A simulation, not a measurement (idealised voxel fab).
process module | voxel transistor to metal
cross-section cut | 295 nm wide | cells 5 nm
A cross-section is a grid of square cells, given in bands from the top down. A band is one or more rows of cells.
Each band's line starts with the height of the band's top and of its bottom, in nm. Then come its materials from left to right, each with its width in nm. One material with "throughout" fills the band from edge to edge. "air" is empty space.
Height 0 is the level under which the wafer as received is all one material. The lowest band goes on downwards, as in "0 down".
A width such as "30 to 40" changes by the same amount from each row of cells to the next, from the band's top row to its bottom row.
"no change" after a step means that no cell of the cross-section changed.
closed voids: empty space of 8 cells or more with no open way to the top, each as width x height at its distance from the left edge, in nm
after a step's settings: what the simulator itself notes on the step
overlay nm, on a step with a mask: how far to the right of its planned place the mask lay; to the left if negative
plan
1 op RECEIVE | material Si
2 op CONFORMAL_DEP | material SiO2 | thk nm 5
3 op CONFORMAL_DEP | material SiN | thk nm 10
4 op MASKED_ETCH | tone cover | mask id ACTIVE | width nm 115 | pitch nm 135 | etch materials SiN | depth nm 10 | overlay nm 0
5 op MASKED_ETCH | tone cover | mask id ACTIVE | width nm 115 | pitch nm 135 | etch materials SiO2 | depth nm 5 | overlay nm 0
6 op MASKED_ETCH | tone cover | mask id ACTIVE | width nm 115 | pitch nm 135 | etch materials Si | depth nm 20 | overlay nm 0
7 op FILL_DEP | material SiO2 | thk nm 15
8 op CMP | height nm 15
9 op SELECTIVE_ETCH | etch materials SiO2 | depth nm 10
10 op STRIP | etch materials SiN
11 op SELECTIVE_ETCH | etch materials SiO2 | depth nm 5
12 op OXIDIZE | depth nm 5
13 op DIRECTIONAL_DEP | material polySi | thk nm 30
14 op DIRECTIONAL_DEP | material SiCN | thk nm 15
15 op DIRECTIONAL_DEP | material aC | thk nm 15
16 op PATTERN | tone cover | mask id GATE | material resist | width nm 25 | pitch nm 135 | thk nm 35 | overlay nm 0
17 op DIRECTIONAL_ETCH | etch materials aC | depth nm 15
18 op STRIP | etch materials resist
19 op DIRECTIONAL_ETCH | etch materials SiCN | depth nm 25
20 op DIRECTIONAL_ETCH | etch materials polySi | depth nm 40
21 op STRIP | etch materials aC
22 op CONFORMAL_DEP | material SiO2 | thk nm 5
23 op DIRECTIONAL_ETCH | etch materials SiO2 | depth nm 5
24 op CONFORMAL_DEP | material SiN | thk nm 10
25 op DIRECTIONAL_ETCH | etch materials SiN | depth nm 10
26 op DIRECTIONAL_ETCH | etch materials SiO2 | depth nm 5
27 op DIRECTIONAL_ETCH | etch materials Si | depth nm 10
28 op EPI | material SiGe | thk nm 10
29 op FILL_DEP | material SiO2 | thk nm 5
30 op CMP | height nm 30
31 op STRIP | etch materials polySi
32 op SELECTIVE_ETCH | etch materials SiO2 | depth nm 5
33 op CONFORMAL_DEP | material HfO2 | thk nm 5
34 op CONFORMAL_DEP | material TiN | thk nm 5
35 op FILL_DEP | material W | thk nm 10
36 op CMP | height nm 25
37 op DIRECTIONAL_DEP | material SiO2 | thk nm 10
38 op MASKED_ETCH | tone open | mask id CONTACT | width nm 20 | etch materials SiO2 | depth nm 40 | overlay nm 0
39 op CONFORMAL_DEP | material TiN | thk nm 5
40 op FILL_DEP | material W | thk nm 5
41 op CMP | height nm 35
42 op CONFORMAL_DEP | material SiN | thk nm 5
43 op DIRECTIONAL_DEP | material lowk | thk nm 15
44 op MASKED_ETCH | tone open | mask id METAL_1 | width nm 20 | etch materials lowk | depth nm 15 | overlay nm 0
45 op MASKED_ETCH | tone open | mask id METAL_1 | width nm 20 | etch materials SiN | depth nm 5 | overlay nm 0
46 op CONFORMAL_DEP | material TiN | thk nm 5
47 op FILL_DEP | material Cu | thk nm 10
48 op CMP | height nm 55
49 op CONFORMAL_DEP | material SiCN | thk nm 5
50 op DIRECTIONAL_DEP | material lowk | thk nm 30
51 op DIRECTIONAL_DEP | material aC | thk nm 10
52 op PATTERN | tone open | mask id METAL_2_HOLES | material resist | width nm 15 | pitch nm 135 | thk nm 30 | overlay nm 0
53 op DIRECTIONAL_ETCH | etch materials aC | depth nm 10
54 op STRIP | etch materials resist
55 op DIRECTIONAL_ETCH | etch materials lowk | depth nm 30
56 op STRIP | etch materials aC
57 op PATTERN | tone open | mask id METAL_2 | material resist | width nm 20 | pitch nm 135 | thk nm 15 | overlay nm 0
58 op DIRECTIONAL_ETCH | etch materials lowk | depth nm 15
59 op DIRECTIONAL_ETCH | etch materials SiCN | depth nm 5
60 op STRIP | etch materials resist
61 op CONFORMAL_DEP | material TiN | thk nm 5
62 op FILL_DEP | material Ru | thk nm 10
63 op CMP | height nm 90
64 op CONFORMAL_DEP | material SiCN | thk nm 5
as received, after step 1
  0 down: Si throughout
  closed voids: none
first wafer at the end, as planned
  95 to 90: SiCN throughout
  90 to 80: lowk 25 | TiN 5 | Ru 10 | TiN 5 | lowk 115 | TiN 5 | Ru 10 | TiN 5 | lowk 115
  80 to 75: lowk 25 | TiN 5 | Ru 5 | TiN 10 | lowk 115 | TiN 5 | Ru 5 | TiN 10 | lowk 115
  75 to 60: lowk 25 | TiN 5 | Ru 5 | TiN 5 | lowk 120 | TiN 5 | Ru 5 | TiN 5 | lowk 120
  60 to 55: SiCN 25 | TiN 15 | SiCN 120 | TiN 15 | SiCN 120
  55 to 40: lowk 25 | TiN 5 | Cu 10 | TiN 5 | lowk 65 | TiN 5 | Cu 10 | TiN 5 | lowk 30 | TiN 5 | Cu 10 | TiN 5 | lowk 65 | TiN 5 | Cu 10 | TiN 5 | lowk 30
  40 to 35: SiN 25 | TiN 20 | SiN 65 | TiN 20 | SiN 30 | TiN 20 | SiN 65 | TiN 20 | SiN 30
  35 to 25: SiO2 25 | TiN 5 | W 10 | TiN 5 | SiO2 65 | TiN 5 | W 10 | TiN 5 | SiO2 30 | TiN 5 | W 10 | TiN 5 | SiO2 65 | TiN 5 | W 10 | TiN 5 | SiO2 30
  25 to 10: SiO2 25 | TiN 5 | W 10 | TiN 5 | SiO2 5 | SiN 10 | HfO2 5 | TiN 5 | W 15 | TiN 5 | HfO2 5 | SiN 10 | SiO2 5 | TiN 5 | W 10 | TiN 5 | SiO2 30 | TiN 5 | W 10 | TiN 5 | SiO2 5 | SiN 10 | HfO2 5 | TiN 5 | W 15 | TiN 5 | HfO2 5 | SiN 10 | SiO2 5 | TiN 5 | W 10 | TiN 5 | SiO2 30
  10 to 5: SiO2 25 | TiN 5 | W 5 | TiN 10 | SiO2 5 | SiN 10 | HfO2 5 | TiN 5 | W 15 | TiN 5 | HfO2 5 | SiN 10 | SiO2 5 | TiN 10 | W 5 | TiN 5 | SiO2 30 | TiN 5 | W 5 | TiN 10 | SiO2 5 | SiN 10 | HfO2 5 | TiN 5 | W 15 | TiN 5 | HfO2 5 | SiN 10 | SiO2 5 | TiN 10 | W 5 | TiN 5 | SiO2 30
  5 to 0: SiO2 25 | TiN 5 | W 5 | TiN 5 | SiGe 10 | SiN 10 | HfO2 5 | TiN 25 | HfO2 5 | SiN 10 | SiGe 10 | TiN 5 | W 5 | TiN 5 | SiO2 30 | TiN 5 | W 5 | TiN 5 | SiGe 10 | SiN 10 | HfO2 5 | TiN 25 | HfO2 5 | SiN 10 | SiGe 10 | TiN 5 | W 5 | TiN 5 | SiO2 30
  0 to -5: SiO2 25 | TiN 15 | SiGe 10 | SiO2 10 | HfO2 35 | SiO2 10 | SiGe 10 | TiN 15 | SiO2 30 | TiN 15 | SiGe 10 | SiO2 10 | HfO2 35 | SiO2 10 | SiGe 10 | TiN 15 | SiO2 30
  -5 to -15: SiO2 20 | SiGe 30 | Si 55 | SiGe 30 | SiO2 20 | SiGe 30 | Si 55 | SiGe 30 | SiO2 25
  -15 to -20: SiO2 20 | Si 115 | SiO2 20 | Si 115 | SiO2 25
  -20 down: Si throughout
  closed voids: none
second wafer at the end: like start, like plan, one mistake
  95 to 90: SiCN throughout
  90 to 80: lowk 25 | TiN 5 | Ru 10 | TiN 5 | lowk 115 | TiN 5 | Ru 10 | TiN 5 | lowk 115
  80 to 75: lowk 25 | TiN 5 | Ru 5 | TiN 10 | lowk 115 | TiN 5 | Ru 5 | TiN 10 | lowk 115
  75 to 65: lowk 25 | TiN 5 | Ru 5 | TiN 5 | lowk 120 | TiN 5 | Ru 5 | TiN 5 | lowk 120
  65 to 60: lowk 25 | TiN 15 | lowk 120 | TiN 15 | lowk 120
  60 to 55: TiN throughout
  55 to 40: lowk 25 | TiN 5 | Cu 10 | TiN 5 | lowk 65 | TiN 5 | Cu 10 | TiN 5 | lowk 30 | TiN 5 | Cu 10 | TiN 5 | lowk 65 | TiN 5 | Cu 10 | TiN 5 | lowk 30
  40 to 35: SiN 25 | TiN 20 | SiN 65 | TiN 20 | SiN 30 | TiN 20 | SiN 65 | TiN 20 | SiN 30
  35 to 25: SiO2 25 | TiN 5 | W 10 | TiN 5 | SiO2 65 | TiN 5 | W 10 | TiN 5 | SiO2 30 | TiN 5 | W 10 | TiN 5 | SiO2 65 | TiN 5 | W 10 | TiN 5 | SiO2 30
  25 to 10: SiO2 25 | TiN 5 | W 10 | TiN 5 | SiO2 5 | SiN 10 | HfO2 5 | TiN 5 | W 15 | TiN 5 | HfO2 5 | SiN 10 | SiO2 5 | TiN 5 | W 10 | TiN 5 | SiO2 30 | TiN 5 | W 10 | TiN 5 | SiO2 5 | SiN 10 | HfO2 5 | TiN 5 | W 15 | TiN 5 | HfO2 5 | SiN 10 | SiO2 5 | TiN 5 | W 10 | TiN 5 | SiO2 30
  10 to 5: SiO2 25 | TiN 5 | W 5 | TiN 10 | SiO2 5 | SiN 10 | HfO2 5 | TiN 5 | W 15 | TiN 5 | HfO2 5 | SiN 10 | SiO2 5 | TiN 10 | W 5 | TiN 5 | SiO2 30 | TiN 5 | W 5 | TiN 10 | SiO2 5 | SiN 10 | HfO2 5 | TiN 5 | W 15 | TiN 5 | HfO2 5 | SiN 10 | SiO2 5 | TiN 10 | W 5 | TiN 5 | SiO2 30
  5 to 0: SiO2 25 | TiN 5 | W 5 | TiN 5 | SiGe 10 | SiN 10 | HfO2 5 | TiN 25 | HfO2 5 | SiN 10 | SiGe 10 | TiN 5 | W 5 | TiN 5 | SiO2 30 | TiN 5 | W 5 | TiN 5 | SiGe 10 | SiN 10 | HfO2 5 | TiN 25 | HfO2 5 | SiN 10 | SiGe 10 | TiN 5 | W 5 | TiN 5 | SiO2 30
  0 to -5: SiO2 25 | TiN 15 | SiGe 10 | SiO2 10 | HfO2 35 | SiO2 10 | SiGe 10 | TiN 15 | SiO2 30 | TiN 15 | SiGe 10 | SiO2 10 | HfO2 35 | SiO2 10 | SiGe 10 | TiN 15 | SiO2 30
  -5 to -15: SiO2 20 | SiGe 30 | Si 55 | SiGe 30 | SiO2 20 | SiGe 30 | Si 55 | SiGe 30 | SiO2 25
  -15 to -20: SiO2 20 | Si 115 | SiO2 20 | Si 115 | SiO2 25
  -20 down: Si throughout
  closed voids: none
what went wrong: step 49 ran as: op CONFORMAL_DEP | material TiN | thk nm 5
at the end the second wafer has, in cells: 2 fewer of Ru | 53 fewer of SiCN | 55 more of TiN
